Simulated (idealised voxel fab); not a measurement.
process module | voxel released beams
cross-section cut | 225 nm wide | cells 5 nm
A cross-section is a grid of square cells, given in bands from the top down. A band is one or more rows of cells.
Each band's line starts with the height of the band's top and of its bottom, in nm. Then come its materials from left to right, each with its width in nm. One material with "throughout" fills the band from edge to edge. "air" is empty space.
Height 0 is the level under which the wafer as received is all one material. The lowest band goes on downwards, as in "0 down".
A width such as "30 to 40" changes by the same amount from each row of cells to the next, from the band's top row to its bottom row.
"no change" after a step means that no cell of the cross-section changed.
closed voids: empty space of 8 cells or more with no open way to the top, each as width x height at its distance from the left edge, in nm
after a step's settings: what the simulator itself notes on the step
overlay nm, on a step with a mask: how far to the right of its planned place the mask lay; to the left if negative
plan
1 op RECEIVE | material Si
2 op CONFORMAL_DEP | material Al2O3 | thk nm 10
3 op DIRECTIONAL_DEP | material SiO2 | thk nm 15
4 op MASKED_ETCH | tone open | mask id ANCHOR | width nm 45 | etch materials SiO2 | depth nm 15 | overlay nm 0
5 op CONFORMAL_DEP | material polySi | thk nm 15
6 op MASKED_ETCH | tone cover | mask id BEAM | width nm 90 | etch materials polySi | depth nm 15 | overlay nm 0
7 op STRIP | etch materials SiO2
varied across the wafers: width nm of step 6. The plan shows the first wafer's value. All wafers start alike
first wafer as received, after step 1
  0 down: Si throughout
  closed voids: none
first wafer at the end, after step 7
  40 to 25: air 65 | polySi 15 | air 15 | polySi 60 | air 70
  25 to 10: air 65 | polySi 45 | air 115
  10 to 0: Al2O3 throughout
  0 down: Si throughout
  closed voids: none
last wafer at the end
  40 to 25: air 55 | polySi 25 | air 15 | polySi 75 | air 55
  25 to 10: air 65 | polySi 45 | air 115
  10 to 0: Al2O3 throughout
  0 down: Si throughout
  closed voids: none
each wafer at the end: cells of each material gained (+) or lost (-) since it was received, then its closed voids
width nm 90 | +90 Al2O3 | +72 polySi | closed voids: none
width nm 95 | +90 Al2O3 | +75 polySi | closed voids: none
width nm 100 | +90 Al2O3 | +78 polySi | closed voids: none
width nm 105 | +90 Al2O3 | +81 polySi | closed voids: none
width nm 110 | +90 Al2O3 | +84 polySi | closed voids: none
width nm 115 | +90 Al2O3 | +87 polySi | closed voids: none
